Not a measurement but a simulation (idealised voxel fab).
process module | voxel wiring stack
cross-section cut | 205 nm wide | cells 5 nm
A cross-section is a grid of square cells, given in bands from the top down. A band is one or more rows of cells.
Each band's line starts with the height of the band's top and of its bottom, in nm. Then come its materials from left to right, each with its width in nm. One material with "throughout" fills the band from edge to edge. "air" is empty space.
Height 0 is the level under which the wafer as received is all one material. The lowest band goes on downwards, as in "0 down".
A width such as "30 to 40" changes by the same amount from each row of cells to the next, from the band's top row to its bottom row.
"no change" after a step means that no cell of the cross-section changed.
closed voids: empty space of 8 cells or more with no open way to the top, each as width x height at its distance from the left edge, in nm
after a step's settings: what the simulator itself notes on the step
overlay nm, on a step with a mask: how far to the right of its planned place the mask lay; to the left if negative
plan
1 op RECEIVE | material Si
2 op CONFORMAL_DEP | material SiO2 | thk nm 10
3 op DIRECTIONAL_DEP | material TiN | thk nm 5
4 op DIRECTIONAL_DEP | material Ru | thk nm 25
5 op PATTERN | tone cover | mask id METAL_1 | material resist | width nm 30 | pitch nm 50 | thk nm 20 | overlay nm 0
6 op DIRECTIONAL_ETCH | etch materials Ru | depth nm 25
7 op DIRECTIONAL_ETCH | etch materials TiN | depth nm 5
8 op STRIP | etch materials resist
9 op FILL_DEP | material SiO2 | thk nm 10
10 op CMP | height nm 40
11 op CONFORMAL_DEP | material SiCN | thk nm 5
12 op DIRECTIONAL_DEP | material SiO2 | thk nm 15
13 op MASKED_ETCH | tone open | mask id PLUG_1 | width nm 15 | pitch nm 50 | etch materials SiO2 | depth nm 15 | overlay nm 0
14 op MASKED_ETCH | tone open | mask id PLUG_1 | width nm 15 | pitch nm 50 | etch materials SiCN | depth nm 5 | overlay nm 0
15 op CONFORMAL_DEP | material TiN | thk nm 5
16 op FILL_DEP | material Cu | thk nm 5
17 op CMP | height nm 60
18 op CONFORMAL_DEP | material SiN | thk nm 5
19 op DIRECTIONAL_DEP | material SiO2 | thk nm 25
20 op DIRECTIONAL_DEP | material aC | thk nm 10
21 op PATTERN | tone open | mask id METAL_2 | material resist | width nm 30 | pitch nm 50 | thk nm 25 | overlay nm 0
22 op DIRECTIONAL_ETCH | etch materials aC | depth nm 10
23 op STRIP | etch materials resist
24 op DIRECTIONAL_ETCH | etch materials SiO2 | depth nm 25
25 op DIRECTIONAL_ETCH | etch materials SiN | depth nm 5
26 op STRIP | etch materials aC
27 op CONFORMAL_DEP | material TiN | thk nm 5
28 op FILL_DEP | material Cu | thk nm 5
29 op CMP | height nm 90
30 op CONFORMAL_DEP | material SiCN | thk nm 5
as received, after step 1
  0 down: Si throughout
  closed voids: none
a wafer at the end: this start, this plan, one mistake
  95 to 90: SiCN throughout
  90 to 65: SiO2 35 | TiN 5 | Cu 20 | TiN 5 | SiO2 20 | TiN 5 | Cu 20 | TiN 5 | SiO2 20 | TiN 5 | Cu 20 | TiN 5 | SiO2 40
  65 to 60: SiN 35 | TiN 30 | SiN 20 | TiN 30 | SiN 20 | TiN 30 | SiN 40
  60 to 55: SiCN 35 | TiN 15 | SiCN 35 | TiN 15 | SiCN 35 | TiN 15 | SiCN 55
  55 to 40: SiO2 throughout
  40 to 15: SiO2 35 | Ru 30 | SiO2 20 | Ru 30 | SiO2 20 | Ru 30 | SiO2 40
  15 to 10: SiO2 35 | TiN 30 | SiO2 20 | TiN 30 | SiO2 20 | TiN 30 | SiO2 40
  10 to 0: SiO2 throughout
  0 down: Si throughout
  closed voids: none
what went wrong: steps 11 and 12 were swapped
